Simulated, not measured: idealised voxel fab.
A process module follows: voxel released beams.
Section cut is 185 nm wide and gridded with 5 nm square cells.
When this document writes out a cross-section, it uses a grid of square cells and lists it as bands, beginning at the top and moving down, with a band standing for one or more rows of cells.
For a band, the entry starts with two heights in nm, that of the top and then that of the bottom, and carries on with the band's materials in order from left to right, each alongside its width in nm; the word "everywhere" beside a single material means it fills the band edge to edge, and "air" means empty space.
Beneath 0, the wafer as received is one material, and that level is where height counting begins. The lowest band goes on downward without a bottom; it is written like "0 -> down".
Width "30..40": first value at the band's top row of cells, second value at its bottom row, equal change from row to row.
Any step labelled "identical to before" changed none of the cells in the cross-section.
"Voids, enclosed" means: voids of 8 cells or more that are shut off from the top with no open way through. Written width x height at distance, distance from the left edge, in nm.
What comes after the settings on a step's line is commentary from the simulator itself on that step.
Regarding "overlay nm": on a step with a mask, it is the distance the mask lay to the right of its planned place; a negative value places it to the left.
Here's what the planned process steps look like:
1) RECEIVE | material Si
2) CONFORMAL_DEP | material Al2O3 | thk nm 10
3) DIRECTIONAL_DEP | material SiO2 | thk nm 15
4) DIRECTIONAL_DEP | material aC | thk nm 15
5) PATTERN | tone open | mask id ANCHOR | material resist | width nm 40 | thk nm 35 | overlay nm 0
6) DIRECTIONAL_ETCH | etch materials aC | depth nm 15
7) STRIP | etch materials resist
8) DIRECTIONAL_ETCH | etch materials SiO2 | depth nm 15
9) STRIP | etch materials aC
10) CONFORMAL_DEP | material W | thk nm 15
11) MASKED_ETCH | tone cover | mask id BEAM | width nm 105 | etch materials W | depth nm 15 | overlay nm 0
12) STRIP | etch materials SiO2
Wafer cross-section on receipt, i.e. after step 1:
> 0 -> down  Si everywhere
> Voids, enclosed: none
First wafer at the end, as planned:
> 40 -> 25  35 air; 20 W; 10 air; 75 W; 45 air
> 25 -> 10  40 air; 40 W; 105 air
> 10 -> 0  Al2O3 everywhere
> 0 -> down  Si everywhere
> Voids, enclosed: none
Second wafer cross-section at end of module - shared start and plan with the first, one mistake in the run:
> 40 -> 25  45 air; 10 W; 10 air; 85 W; 35 air
> 25 -> 10  40 air; 40 W; 105 air
> 10 -> 0  Al2O3 everywhere
> 0 -> down  Si everywhere
> Voids, enclosed: none
Here's what went sideways: step 11 ran differently from the plan; actual operation with settings: MASKED_ETCH | tone cover | mask id BEAM | width nm 105 | etch materials W | depth nm 15 | overlay nm 10
Upon completion, the cell count for each material on the second wafer equals that on the first, whereas the spatial distribution of those cells differs.
